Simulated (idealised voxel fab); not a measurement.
Title: Process Module voxel wiring stack
Xsec cut, 245 nm wide, square cell size 5 nm.
Notation: cross-section as square-cell grid; stated in bands, top first, going down; one or more cell rows per band. The band entry comprises the height of the band's top followed by the height of its bottom, expressed in nm, and subsequently the band's materials from left to right, each stated together with its width in nm. Where a single material is marked with the word "all across", that material fills the band from edge to edge. The word "empty" represents empty space. Measure heights from 0. That's the level where, below it, the as-received wafer is all one material. The lowest band is bottomless and extends downward; write it as in "0..down". Graded width ("30..40"): value in top row of band = first number; value in bottom row = second number; row-to-row change constant. Where a step carries "no alteration", the cross-section came out of it unchanged, cell for cell. In the "Closed-off voids" entry, you get each enclosed empty space of 8 cells or more, one with no open way to the top, written width x height at distance, distance from the left edge, in nm. Past the settings on a step's line: simulator remark, on that step. overlay nm: step with mask; distance mask lay right of planned place; negative value = left of planned place.
The following list gives the planned process steps:
1) RECEIVE | material Si
2) CONFORMAL_DEP | material SiO2 | thk nm 10
3) CONFORMAL_DEP | material SiCN | thk nm 5
4) DIRECTIONAL_DEP | material SiO2 | thk nm 20
5) MASKED_ETCH | tone open | mask id METAL_1 | width nm 30 | pitch nm 60 | etch materials SiO2 | depth nm 20 | overlay nm 0
6) MASKED_ETCH | tone open | mask id METAL_1 | width nm 30 | pitch nm 60 | etch materials SiCN | depth nm 5 | overlay nm 0
7) CONFORMAL_DEP | material TiN | thk nm 5
8) FILL_DEP | material W | thk nm 10
9) CMP | height nm 35
10) CONFORMAL_DEP | material SiCN | thk nm 5
11) DIRECTIONAL_DEP | material lowk | thk nm 20
12) PATTERN | tone open | mask id PLUG_1 | material resist | width nm 15 | pitch nm 60 | thk nm 15 | overlay nm 0
13) DIRECTIONAL_ETCH | etch materials lowk | depth nm 20
14) DIRECTIONAL_ETCH | etch materials SiCN | depth nm 5
15) STRIP | etch materials resist
16) EPI | material Ru | thk nm 10
17) EPI | material Ru | thk nm 10
18) EPI | material Ru | thk nm 5
19) DIRECTIONAL_DEP | material TiN | thk nm 5
20) DIRECTIONAL_DEP | material Ru | thk nm 25
21) PATTERN | tone cover | mask id METAL_2 | material resist | width nm 30 | pitch nm 60 | thk nm 15 | overlay nm 0
22) DIRECTIONAL_ETCH | etch materials Ru | depth nm 25
23) DIRECTIONAL_ETCH | etch materials TiN | depth nm 5
24) STRIP | etch materials resist
25) FILL_DEP | material lowk | thk nm 10
26) CMP | height nm 90
27) CONFORMAL_DEP | material SiCN | thk nm 5
28) DIRECTIONAL_DEP | material SiO2 | thk nm 30
29) PATTERN | tone open | mask id METAL_3 | material resist | width nm 30 | pitch nm 60 | thk nm 20 | overlay nm 0
30) DIRECTIONAL_ETCH | etch materials SiO2 | depth nm 20
31) STRIP | etch materials resist
32) PATTERN | tone open | mask id METAL_3_HOLES | material resist | width nm 15 | pitch nm 60 | thk nm 15 | overlay nm 0
33) DIRECTIONAL_ETCH | etch materials SiO2 | depth nm 10
34) DIRECTIONAL_ETCH | etch materials SiCN | depth nm 5
35) STRIP | etch materials resist
36) CONFORMAL_DEP | material TiN | thk nm 5
37) FILL_DEP | material Ru | thk nm 5
38) CMP | height nm 125
39) CONFORMAL_DEP | material SiCN | thk nm 5
Concerning the first of two wafers, which was run in accordance with the plan:
So this is the incoming wafer in cross-section - it's already been through step 1:
- 0..down | Si all across
- Closed-off voids: none
after step 2:
- 10..0 | SiO2 all across
- Beneath the level 0, the cross-section is identical to its previous state.
after step 3:
- 15..10 | SiCN all across
- Beneath the level 10, the cross-section is identical to its previous state.
after step 4:
- 35..15 | SiO2 all across
- Beneath the level 15, the cross-section is identical to its previous state.
after step 5:
- 35..15 | SiO2 (45)  empty (30)  SiO2 (30)  empty (30)  SiO2 (30)  empty (30)  SiO2 (50)
- Beneath the level 15, the cross-section is identical to its previous state.
after step 6:
- 35..15 | SiO2 (45)  empty (30)  SiO2 (30)  empty (30)  SiO2 (30)  empty (30)  SiO2 (50)
- 15..10 | SiCN (45)  empty (30)  SiCN (30)  empty (30)  SiCN (30)  empty (30)  SiCN (50)
- Beneath the level 10, the cross-section is identical to its previous state.
after step 7:
- 40..35 | TiN (50)  empty (20)  TiN (40)  empty (20)  TiN (40)  empty (20)  TiN (55)
- 35..15 | SiO2 (45)  TiN (5)  empty (20)  TiN (5)  SiO2 (30)  TiN (5)  empty (20)  TiN (5)  SiO2 (30)  TiN (5)  empty (20)  TiN (5)  SiO2 (50)
- 15..10 | SiCN (45)  TiN (30)  SiCN (30)  TiN (30)  SiCN (30)  TiN (30)  SiCN (50)
- Beneath the level 10, the cross-section is identical to its previous state.
after step 8:
- 50..40 | W all across
- 40..35 | TiN (50)  W (20)  TiN (40)  W (20)  TiN (40)  W (20)  TiN (55)
- 35..15 | SiO2 (45)  TiN (5)  W (20)  TiN (5)  SiO2 (30)  TiN (5)  W (20)  TiN (5)  SiO2 (30)  TiN (5)  W (20)  TiN (5)  SiO2 (50)
- Beneath the level 15, the cross-section is identical to its previous state.
after step 9:
- 35..15 | SiO2 (45)  TiN (5)  W (20)  TiN (5)  SiO2 (30)  TiN (5)  W (20)  TiN (5)  SiO2 (30)  TiN (5)  W (20)  TiN (5)  SiO2 (50)
- Beneath the level 15, the cross-section is identical to its previous state.
after step 10:
- 40..35 | SiCN all across
- Beneath the level 35, the cross-section is identical to its previous state.
after step 11:
- 60..40 | lowk all across
- Beneath the level 40, the cross-section is identical to its previous state.
after step 12:
- 75..60 | resist (45)  empty (15)  resist (45)  empty (15)  resist (45)  empty (15)  resist (65)
- Beneath the level 60, the cross-section is identical to its previous state.
after step 13:
- 75..60 | resist (45)  empty (15)  resist (45)  empty (15)  resist (45)  empty (15)  resist (65)
- 60..40 | lowk (45)  empty (15)  lowk (45)  empty (15)  lowk (45)  empty (15)  lowk (65)
- Beneath the level 40, the cross-section is identical to its previous state.
after step 14:
- 75..60 | resist (45)  empty (15)  resist (45)  empty (15)  resist (45)  empty (15)  resist (65)
- 60..40 | lowk (45)  empty (15)  lowk (45)  empty (15)  lowk (45)  empty (15)  lowk (65)
- 40..35 | SiCN (45)  empty (15)  SiCN (45)  empty (15)  SiCN (45)  empty (15)  SiCN (65)
- Beneath the level 35, the cross-section is identical to its previous state.
after step 15:
- 60..40 | lowk (45)  empty (15)  lowk (45)  empty (15)  lowk (45)  empty (15)  lowk (65)
- Beneath the level 40, the cross-section is identical to its previous state.
after step 16:
- 60..45 | lowk (45)  empty (15)  lowk (45)  empty (15)  lowk (45)  empty (15)  lowk (65)
- 45..40 | lowk (45)  Ru (15)  lowk (45)  Ru (15)  lowk (45)  Ru (15)  lowk (65)
- 40..35 | SiCN (45)  Ru (15)  SiCN (45)  Ru (15)  SiCN (45)  Ru (15)  SiCN (65)
- Beneath the level 35, the cross-section is identical to its previous state.
after step 17:
- 60..55 | lowk (45)  empty (15)  lowk (45)  empty (15)  lowk (45)  empty (15)  lowk (65)
- 55..40 | lowk (45)  Ru (15)  lowk (45)  Ru (15)  lowk (45)  Ru (15)  lowk (65)
- Beneath the level 40, the cross-section is identical to its previous state.
after step 18:
- 60..40 | lowk (45)  Ru (15)  lowk (45)  Ru (15)  lowk (45)  Ru (15)  lowk (65)
- Beneath the level 40, the cross-section is identical to its previous state.
after step 19:
- 65..60 | TiN all across
- Beneath the level 60, the cross-section is identical to its previous state.
after step 20:
- 90..65 | Ru all across
- Beneath the level 65, the cross-section is identical to its previous state.
after step 21:
- 105..90 | empty (45)  resist (30)  empty (30)  resist (30)  empty (30)  resist (30)  empty (50)
- Beneath the level 90, the cross-section is identical to its previous state.
after step 22:
- 105..90 | empty (45)  resist (30)  empty (30)  resist (30)  empty (30)  resist (30)  empty (50)
- 90..65 | empty (45)  Ru (30)  empty (30)  Ru (30)  empty (30)  Ru (30)  empty (50)
- Beneath the level 65, the cross-section is identical to its previous state.
after step 23:
- 105..90 | empty (45)  resist (30)  empty (30)  resist (30)  empty (30)  resist (30)  empty (50)
- 90..65 | empty (45)  Ru (30)  empty (30)  Ru (30)  empty (30)  Ru (30)  empty (50)
- 65..60 | empty (45)  TiN (30)  empty (30)  TiN (30)  empty (30)  TiN (30)  empty (50)
- Beneath the level 60, the cross-section is identical to its previous state.
after step 24:
- 90..65 | empty (45)  Ru (30)  empty (30)  Ru (30)  empty (30)  Ru (30)  empty (50)
- Beneath the level 65, the cross-section is identical to its previous state.
after step 25:
- 100..90 | lowk all across
- 90..65 | lowk (45)  Ru (30)  lowk (30)  Ru (30)  lowk (30)  Ru (30)  lowk (50)
- 65..60 | lowk (45)  TiN (30)  lowk (30)  TiN (30)  lowk (30)  TiN (30)  lowk (50)
- Beneath the level 60, the cross-section is identical to its previous state.
after step 26:
- 90..65 | lowk (45)  Ru (30)  lowk (30)  Ru (30)  lowk (30)  Ru (30)  lowk (50)
- Beneath the level 65, the cross-section is identical to its previous state.
after step 27:
- 95..90 | SiCN all across
- Beneath the level 90, the cross-section is identical to its previous state.
after step 28:
- 125..95 | SiO2 all across
- Beneath the level 95, the cross-section is identical to its previous state.
after step 29:
- 145..125 | resist (45)  empty (30)  resist (30)  empty (30)  resist (30)  empty (30)  resist (50)
- Beneath the level 125, the cross-section is identical to its previous state.
after step 30:
- 145..125 | resist (45)  empty (30)  resist (30)  empty (30)  resist (30)  empty (30)  resist (50)
- 125..105 | SiO2 (45)  empty (30)  SiO2 (30)  empty (30)  SiO2 (30)  empty (30)  SiO2 (50)
- Beneath the level 105, the cross-section is identical to its previous state.
after step 31:
- 125..105 | SiO2 (45)  empty (30)  SiO2 (30)  empty (30)  SiO2 (30)  empty (30)  SiO2 (50)
- Beneath the level 105, the cross-section is identical to its previous state.
after step 32:
- 140..125 | resist (45)  empty (15)  resist (45)  empty (15)  resist (45)  empty (15)  resist (65)
- 125..105 | SiO2 (45)  empty (15)  resist (15)  SiO2 (30)  empty (15)  resist (15)  SiO2 (30)  empty (15)  resist (15)  SiO2 (50)
- Beneath the level 105, the cross-section is identical to its previous state.
after step 33:
- 140..125 | resist (45)  empty (15)  resist (45)  empty (15)  resist (45)  empty (15)  resist (65)
- 125..105 | SiO2 (45)  empty (15)  resist (15)  SiO2 (30)  empty (15)  resist (15)  SiO2 (30)  empty (15)  resist (15)  SiO2 (50)
- 105..95 | SiO2 (45)  empty (15)  SiO2 (45)  empty (15)  SiO2 (45)  empty (15)  SiO2 (65)
- Beneath the level 95, the cross-section is identical to its previous state.
after step 34:
- 140..125 | resist (45)  empty (15)  resist (45)  empty (15)  resist (45)  empty (15)  resist (65)
- 125..105 | SiO2 (45)  empty (15)  resist (15)  SiO2 (30)  empty (15)  resist (15)  SiO2 (30)  empty (15)  resist (15)  SiO2 (50)
- 105..95 | SiO2 (45)  empty (15)  SiO2 (45)  empty (15)  SiO2 (45)  empty (15)  SiO2 (65)
- 95..90 | SiCN (45)  empty (15)  SiCN (45)  empty (15)  SiCN (45)  empty (15)  SiCN (65)
- Beneath the level 90, the cross-section is identical to its previous state.
after step 35:
- 125..105 | SiO2 (45)  empty (30)  SiO2 (30)  empty (30)  SiO2 (30)  empty (30)  SiO2 (50)
- Beneath the level 105, the cross-section is identical to its previous state.
after step 36:
- 130..125 | TiN (50)  empty (20)  TiN (40)  empty (20)  TiN (40)  empty (20)  TiN (55)
- 125..110 | SiO2 (45)  TiN (5)  empty (20)  TiN (5)  SiO2 (30)  TiN (5)  empty (20)  TiN (5)  SiO2 (30)  TiN (5)  empty (20)  TiN (5)  SiO2 (50)
- 110..105 | SiO2 (45)  TiN (5)  empty (5)  TiN (20)  SiO2 (30)  TiN (5)  empty (5)  TiN (20)  SiO2 (30)  TiN (5)  empty (5)  TiN (20)  SiO2 (50)
- 105..95 | SiO2 (45)  TiN (5)  empty (5)  TiN (5)  SiO2 (45)  TiN (5)  empty (5)  TiN (5)  SiO2 (45)  TiN (5)  empty (5)  TiN (5)  SiO2 (65)
- 95..90 | SiCN (45)  TiN (15)  SiCN (45)  TiN (15)  SiCN (45)  TiN (15)  SiCN (65)
- Beneath the level 90, the cross-section is identical to its previous state.
after step 37:
- 135..130 | Ru all across
- 130..125 | TiN (50)  Ru (20)  TiN (40)  Ru (20)  TiN (40)  Ru (20)  TiN (55)
- 125..110 | SiO2 (45)  TiN (5)  Ru (20)  TiN (5)  SiO2 (30)  TiN (5)  Ru (20)  TiN (5)  SiO2 (30)  TiN (5)  Ru (20)  TiN (5)  SiO2 (50)
- 110..105 | SiO2 (45)  TiN (5)  Ru (5)  TiN (20)  SiO2 (30)  TiN (5)  Ru (5)  TiN (20)  SiO2 (30)  TiN (5)  Ru (5)  TiN (20)  SiO2 (50)
- 105..95 | SiO2 (45)  TiN (5)  Ru (5)  TiN (5)  SiO2 (45)  TiN (5)  Ru (5)  TiN (5)  SiO2 (45)  TiN (5)  Ru (5)  TiN (5)  SiO2 (65)
- Beneath the level 95, the cross-section is identical to its previous state.
after step 38:
- 125..110 | SiO2 (45)  TiN (5)  Ru (20)  TiN (5)  SiO2 (30)  TiN (5)  Ru (20)  TiN (5)  SiO2 (30)  TiN (5)  Ru (20)  TiN (5)  SiO2 (50)
- Beneath the level 110, the cross-section is identical to its previous state.
after step 39:
- 130..125 | SiCN all across
- Beneath the level 125, the cross-section is identical to its previous state.
Regarding the second of the two wafers: it shared the first wafer's starting condition and process plan, yet one error occurred during its execution. Its history coincides with that of the first wafer up to and including step 4:
Second wafer, section view, time point: scheduled end of step 5:
- 35..15 | SiO2 (55)  empty (30)  SiO2 (30)  empty (30)  SiO2 (30)  empty (30)  SiO2 (40)
- Beneath the level 15, the cross-section is identical to its previous state.
Second wafer, section view, time point: scheduled end of step 6:
- 35..15 | SiO2 (55)  empty (30)  SiO2 (30)  empty (30)  SiO2 (30)  empty (30)  SiO2 (40)
- 15..10 | SiCN (55)  empty (20)  SiCN (40)  empty (20)  SiCN (40)  empty (20)  SiCN (50)
- Beneath the level 10, the cross-section is identical to its previous state.
Second wafer, section view, time point: scheduled end of step 7:
- 40..35 | TiN (60)  empty (20)  TiN (40)  empty (20)  TiN (40)  empty (20)  TiN (45)
- 35..20 | SiO2 (55)  TiN (5)  empty (20)  TiN (5)  SiO2 (30)  TiN (5)  empty (20)  TiN (5)  SiO2 (30)  TiN (5)  empty (20)  TiN (5)  SiO2 (40)
- 20..15 | SiO2 (55)  TiN (5)  empty (10)  TiN (15)  SiO2 (30)  TiN (5)  empty (10)  TiN (15)  SiO2 (30)  TiN (5)  empty (10)  TiN (15)  SiO2 (40)
- 15..10 | SiCN (55)  TiN (20)  SiCN (40)  TiN (20)  SiCN (40)  TiN (20)  SiCN (50)
- Beneath the level 10, the cross-section is identical to its previous state.
Second wafer, section view, time point: scheduled end of step 8:
- 50..40 | W all across
- 40..35 | TiN (60)  W (20)  TiN (40)  W (20)  TiN (40)  W (20)  TiN (45)
- 35..20 | SiO2 (55)  TiN (5)  W (20)  TiN (5)  SiO2 (30)  TiN (5)  W (20)  TiN (5)  SiO2 (30)  TiN (5)  W (20)  TiN (5)  SiO2 (40)
- 20..15 | SiO2 (55)  TiN (5)  W (10)  TiN (15)  SiO2 (30)  TiN (5)  W (10)  TiN (15)  SiO2 (30)  TiN (5)  W (10)  TiN (15)  SiO2 (40)
- Beneath the level 15, the cross-section is identical to its previous state.
Second wafer, section view, time point: scheduled end of step 9:
- 35..20 | SiO2 (55)  TiN (5)  W (20)  TiN (5)  SiO2 (30)  TiN (5)  W (20)  TiN (5)  SiO2 (30)  TiN (5)  W (20)  TiN (5)  SiO2 (40)
- Beneath the level 20, the cross-section is identical to its previous state.
Second wafer, section view, time point: scheduled end of step 10:
- 40..35 | SiCN all across
- Beneath the level 35, the cross-section is identical to its previous state.
Second wafer, section view, time point: scheduled end of step 11:
- 60..40 | lowk all across
- Beneath the level 40, the cross-section is identical to its previous state.
Second wafer, section view, time point: scheduled end of step 12:
- 75..60 | resist (45)  empty (15)  resist (45)  empty (15)  resist (45)  empty (15)  resist (65)
- Beneath the level 60, the cross-section is identical to its previous state.
Second wafer, section view, time point: scheduled end of step 13:
- 75..60 | resist (45)  empty (15)  resist (45)  empty (15)  resist (45)  empty (15)  resist (65)
- 60..40 | lowk (45)  empty (15)  lowk (45)  empty (15)  lowk (45)  empty (15)  lowk (65)
- Beneath the level 40, the cross-section is identical to its previous state.
Second wafer, section view, time point: scheduled end of step 14:
- 75..60 | resist (45)  empty (15)  resist (45)  empty (15)  resist (45)  empty (15)  resist (65)
- 60..40 | lowk (45)  empty (15)  lowk (45)  empty (15)  lowk (45)  empty (15)  lowk (65)
- 40..35 | SiCN (45)  empty (15)  SiCN (45)  empty (15)  SiCN (45)  empty (15)  SiCN (65)
- Beneath the level 35, the cross-section is identical to its previous state.
Second wafer, section view, time point: scheduled end of step 15:
- 60..40 | lowk (45)  empty (15)  lowk (45)  empty (15)  lowk (45)  empty (15)  lowk (65)
- Beneath the level 40, the cross-section is identical to its previous state.
Second wafer, section view, time point: scheduled end of step 16:
- 60..45 | lowk (45)  empty (15)  lowk (45)  empty (15)  lowk (45)  empty (15)  lowk (65)
- 45..40 | lowk (45)  Ru (15)  lowk (45)  Ru (15)  lowk (45)  Ru (15)  lowk (65)
- 40..35 | SiCN (45)  Ru (15)  SiCN (45)  Ru (15)  SiCN (45)  Ru (15)  SiCN (65)
- Beneath the level 35, the cross-section is identical to its previous state.
Second wafer, section view, time point: scheduled end of step 17:
- 60..55 | lowk (45)  empty (15)  lowk (45)  empty (15)  lowk (45)  empty (15)  lowk (65)
- 55..40 | lowk (45)  Ru (15)  lowk (45)  Ru (15)  lowk (45)  Ru (15)  lowk (65)
- Beneath the level 40, the cross-section is identical to its previous state.
Second wafer, section view, time point: scheduled end of step 18:
- 60..40 | lowk (45)  Ru (15)  lowk (45)  Ru (15)  lowk (45)  Ru (15)  lowk (65)
- Beneath the level 40, the cross-section is identical to its previous state.
Second wafer, section view, time point: scheduled end of step 19:
- 65..60 | TiN all across
- Beneath the level 60, the cross-section is identical to its previous state.
Second wafer, section view, time point: scheduled end of step 20:
- 90..65 | Ru all across
- Beneath the level 65, the cross-section is identical to its previous state.
Second wafer, section view, time point: scheduled end of step 21:
- 105..90 | empty (45)  resist (30)  empty (30)  resist (30)  empty (30)  resist (30)  empty (50)
- Beneath the level 90, the cross-section is identical to its previous state.
Second wafer, section view, time point: scheduled end of step 22:
- 105..90 | empty (45)  resist (30)  empty (30)  resist (30)  empty (30)  resist (30)  empty (50)
- 90..65 | empty (45)  Ru (30)  empty (30)  Ru (30)  empty (30)  Ru (30)  empty (50)
- Beneath the level 65, the cross-section is identical to its previous state.
Second wafer, section view, time point: scheduled end of step 23:
- 105..90 | empty (45)  resist (30)  empty (30)  resist (30)  empty (30)  resist (30)  empty (50)
- 90..65 | empty (45)  Ru (30)  empty (30)  Ru (30)  empty (30)  Ru (30)  empty (50)
- 65..60 | empty (45)  TiN (30)  empty (30)  TiN (30)  empty (30)  TiN (30)  empty (50)
- Beneath the level 60, the cross-section is identical to its previous state.
Second wafer, section view, time point: scheduled end of step 24:
- 90..65 | empty (45)  Ru (30)  empty (30)  Ru (30)  empty (30)  Ru (30)  empty (50)
- Beneath the level 65, the cross-section is identical to its previous state.
Second wafer, section view, time point: scheduled end of step 25:
- 100..90 | lowk all across
- 90..65 | lowk (45)  Ru (30)  lowk (30)  Ru (30)  lowk (30)  Ru (30)  lowk (50)
- 65..60 | lowk (45)  TiN (30)  lowk (30)  TiN (30)  lowk (30)  TiN (30)  lowk (50)
- Beneath the level 60, the cross-section is identical to its previous state.
Second wafer, section view, time point: scheduled end of step 26:
- 90..65 | lowk (45)  Ru (30)  lowk (30)  Ru (30)  lowk (30)  Ru (30)  lowk (50)
- Beneath the level 65, the cross-section is identical to its previous state.
Second wafer, section view, time point: scheduled end of step 27:
- 95..90 | SiCN all across
- Beneath the level 90, the cross-section is identical to its previous state.
Second wafer, section view, time point: scheduled end of step 28:
- 125..95 | SiO2 all across
- Beneath the level 95, the cross-section is identical to its previous state.
Second wafer, section view, time point: scheduled end of step 29:
- 145..125 | resist (45)  empty (30)  resist (30)  empty (30)  resist (30)  empty (30)  resist (50)
- Beneath the level 125, the cross-section is identical to its previous state.
Second wafer, section view, time point: scheduled end of step 30:
- 145..125 | resist (45)  empty (30)  resist (30)  empty (30)  resist (30)  empty (30)  resist (50)
- 125..105 | SiO2 (45)  empty (30)  SiO2 (30)  empty (30)  SiO2 (30)  empty (30)  SiO2 (50)
- Beneath the level 105, the cross-section is identical to its previous state.
Second wafer, section view, time point: scheduled end of step 31:
- 125..105 | SiO2 (45)  empty (30)  SiO2 (30)  empty (30)  SiO2 (30)  empty (30)  SiO2 (50)
- Beneath the level 105, the cross-section is identical to its previous state.
Second wafer, section view, time point: scheduled end of step 32:
- 140..125 | resist (45)  empty (15)  resist (45)  empty (15)  resist (45)  empty (15)  resist (65)
- 125..105 | SiO2 (45)  empty (15)  resist (15)  SiO2 (30)  empty (15)  resist (15)  SiO2 (30)  empty (15)  resist (15)  SiO2 (50)
- Beneath the level 105, the cross-section is identical to its previous state.
Second wafer, section view, time point: scheduled end of step 33:
- 140..125 | resist (45)  empty (15)  resist (45)  empty (15)  resist (45)  empty (15)  resist (65)
- 125..105 | SiO2 (45)  empty (15)  resist (15)  SiO2 (30)  empty (15)  resist (15)  SiO2 (30)  empty (15)  resist (15)  SiO2 (50)
- 105..95 | SiO2 (45)  empty (15)  SiO2 (45)  empty (15)  SiO2 (45)  empty (15)  SiO2 (65)
- Beneath the level 95, the cross-section is identical to its previous state.
Second wafer, section view, time point: scheduled end of step 34:
- 140..125 | resist (45)  empty (15)  resist (45)  empty (15)  resist (45)  empty (15)  resist (65)
- 125..105 | SiO2 (45)  empty (15)  resist (15)  SiO2 (30)  empty (15)  resist (15)  SiO2 (30)  empty (15)  resist (15)  SiO2 (50)
- 105..95 | SiO2 (45)  empty (15)  SiO2 (45)  empty (15)  SiO2 (45)  empty (15)  SiO2 (65)
- 95..90 | SiCN (45)  empty (15)  SiCN (45)  empty (15)  SiCN (45)  empty (15)  SiCN (65)
- Beneath the level 90, the cross-section is identical to its previous state.
Second wafer, section view, time point: scheduled end of step 35:
- 125..105 | SiO2 (45)  empty (30)  SiO2 (30)  empty (30)  SiO2 (30)  empty (30)  SiO2 (50)
- Beneath the level 105, the cross-section is identical to its previous state.
Second wafer, section view, time point: scheduled end of step 36:
- 130..125 | TiN (50)  empty (20)  TiN (40)  empty (20)  TiN (40)  empty (20)  TiN (55)
- 125..110 | SiO2 (45)  TiN (5)  empty (20)  TiN (5)  SiO2 (30)  TiN (5)  empty (20)  TiN (5)  SiO2 (30)  TiN (5)  empty (20)  TiN (5)  SiO2 (50)
- 110..105 | SiO2 (45)  TiN (5)  empty (5)  TiN (20)  SiO2 (30)  TiN (5)  empty (5)  TiN (20)  SiO2 (30)  TiN (5)  empty (5)  TiN (20)  SiO2 (50)
- 105..95 | SiO2 (45)  TiN (5)  empty (5)  TiN (5)  SiO2 (45)  TiN (5)  empty (5)  TiN (5)  SiO2 (45)  TiN (5)  empty (5)  TiN (5)  SiO2 (65)
- 95..90 | SiCN (45)  TiN (15)  SiCN (45)  TiN (15)  SiCN (45)  TiN (15)  SiCN (65)
- Beneath the level 90, the cross-section is identical to its previous state.
Second wafer, section view, time point: scheduled end of step 37:
- 135..130 | Ru all across
- 130..125 | TiN (50)  Ru (20)  TiN (40)  Ru (20)  TiN (40)  Ru (20)  TiN (55)
- 125..110 | SiO2 (45)  TiN (5)  Ru (20)  TiN (5)  SiO2 (30)  TiN (5)  Ru (20)  TiN (5)  SiO2 (30)  TiN (5)  Ru (20)  TiN (5)  SiO2 (50)
- 110..105 | SiO2 (45)  TiN (5)  Ru (5)  TiN (20)  SiO2 (30)  TiN (5)  Ru (5)  TiN (20)  SiO2 (30)  TiN (5)  Ru (5)  TiN (20)  SiO2 (50)
- 105..95 | SiO2 (45)  TiN (5)  Ru (5)  TiN (5)  SiO2 (45)  TiN (5)  Ru (5)  TiN (5)  SiO2 (45)  TiN (5)  Ru (5)  TiN (5)  SiO2 (65)
- Beneath the level 95, the cross-section is identical to its previous state.
Second wafer, section view, time point: scheduled end of step 38:
- 125..110 | SiO2 (45)  TiN (5)  Ru (20)  TiN (5)  SiO2 (30)  TiN (5)  Ru (20)  TiN (5)  SiO2 (30)  TiN (5)  Ru (20)  TiN (5)  SiO2 (50)
- Beneath the level 110, the cross-section is identical to its previous state.
Second wafer, section view, time point: scheduled end of step 39:
- 130..125 | SiCN all across
- Beneath the level 125, the cross-section is identical to its previous state.
Diagnosis: planned and actual differ for step 5; actual: MASKED_ETCH | tone open | mask id METAL_1 | width nm 30 | pitch nm 60 | etch materials SiO2 | depth nm 20 | overlay nm 10
Looking at both finished wafers in cells, the second ends up ahead of or behind the first on some materials: SiCN: 6 more; W: 6 fewer
